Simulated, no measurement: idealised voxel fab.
This section sets out a process module, namely voxel gate over fins.
Cross-section cut spans 230 nm and uses square cells 5 nm in size.
For the purposes of this document, a cross-section shall be understood as a grid of square cells, specified as bands listed in top-to-bottom order, each band consisting of one or more rows of cells.
A band entry consists of two parts. The first gives the height of the band's top and the height of its bottom, in nm. The rest lists the band's materials from left to right, each with its width in nm. A single material labelled with the word "everywhere" fills the band from edge to edge, and the word "blank" marks empty space.
For the purposes of this specification, 0 denotes the height below which the wafer in its as-received condition is composed wholly of one material, and the lowermost band, lacking a lower limit, extends downward without end, as expressed in "0..down".
The notation "30..40" denotes a width that varies across the rows of cells in the band, beginning at the first number in the top row, finishing at the second number in the bottom row, and changing by an identical amount from each row to the next.
What does "no modifications" mean for a step? It means no cell of the cross-section changed in that step.
What "Voids, fully enclosed" gives you is every empty space of 8 cells or more that is cut off from the top. Each appears as width x height at distance, with the distance taken from the left edge and width, height and distance all in nm.
Where a step's line continues beyond its settings, the continuation is a remark by the simulator itself on that step.
You can add "overlay nm" to a step's line. For a step with a mask, it describes how far the mask lay to the right of its planned position, and a negative number describes a lay to the left.

# Here's what the planned process steps look like
1: RECEIVE,material Si
2: CONFORMAL_DEP,material SiN,thk nm 5
3: PATTERN,tone cover,mask id FINS,material resist,width nm 15,pitch nm 50,thk nm 20,overlay nm 0
4: DIRECTIONAL_ETCH,etch materials SiN,depth nm 5
5: DIRECTIONAL_ETCH,etch materials Si,depth nm 40
6: STRIP,etch materials resist
7: FILL_DEP,material SiO2,thk nm 15
8: CMP,height nm 5
9: PATTERN,tone open,mask id RAIL,material resist,width nm 15,thk nm 20,overlay nm 0
10: DIRECTIONAL_ETCH,etch materials SiO2,depth nm 40
11: STRIP,etch materials resist
12: CONFORMAL_DEP,material TiN,thk nm 5
13: FILL_DEP,material Ru,thk nm 5
14: CMP,height nm 5
15: SELECTIVE_ETCH,etch materials W Ru TiN,depth nm 25
16: FILL_DEP,material SiO2,thk nm 5
17: CMP,height nm 5
18: SELECTIVE_ETCH,etch materials SiO2,depth nm 15
19: STRIP,etch materials SiN
20: CONFORMAL_DEP,material HfO2,thk nm 5
21: CONFORMAL_DEP,material TiN,thk nm 5
22: FILL_DEP,material W,thk nm 10
23: CMP,height nm 15
24: CONFORMAL_DEP,material SiCN,thk nm 10

# Cross-section: wafer on arrival = after step 1
* 0..down  Si everywhere
* Voids, fully enclosed: none

# Result of the module, cross-sectioned: start per above, plan per above, one error in how it was run
* 25..15  SiCN everywhere
* 15..10  W everywhere
* 10..5  45 W / 40 TiN / 10 W / 40 TiN / 10 W / 40 TiN / 45 W
* 5..0  45 W / 5 TiN / 30 HfO2 / 5 TiN / 10 W / 5 TiN / 30 HfO2 / 5 TiN / 10 W / 5 TiN / 30 HfO2 / 5 TiN / 45 W
* 0..-5  50 TiN / 5 HfO2 / 20 Si / 5 HfO2 / 20 TiN / 5 HfO2 / 20 Si / 5 HfO2 / 20 TiN / 5 HfO2 / 20 Si / 5 HfO2 / 50 TiN
* -5..-10  55 HfO2 / 20 Si / 30 HfO2 / 20 Si / 30 HfO2 / 20 Si / 55 HfO2
* -10..-20  55 SiO2 / 20 Si / 30 SiO2 / 20 Si / 30 SiO2 / 20 Si / 55 SiO2
* -20..-30  55 SiO2 / 20 Si / 5 SiO2 / 5 TiN / 5 Ru / 5 TiN / 10 SiO2 / 20 Si / 30 SiO2 / 20 Si / 55 SiO2
* -30..-35  55 SiO2 / 20 Si / 5 SiO2 / 15 TiN / 10 SiO2 / 20 Si / 30 SiO2 / 20 Si / 55 SiO2
* -35..-40  55 SiO2 / 20 Si / 30 SiO2 / 20 Si / 30 SiO2 / 20 Si / 55 SiO2
* -40..down  Si everywhere
* Voids, fully enclosed: none
Plan not followed: step 3 ran differently from the plan; actual operation with settings: PATTERN,tone cover,mask id FINS,material resist,width nm 20,pitch nm 50,thk nm 20,overlay nm 0
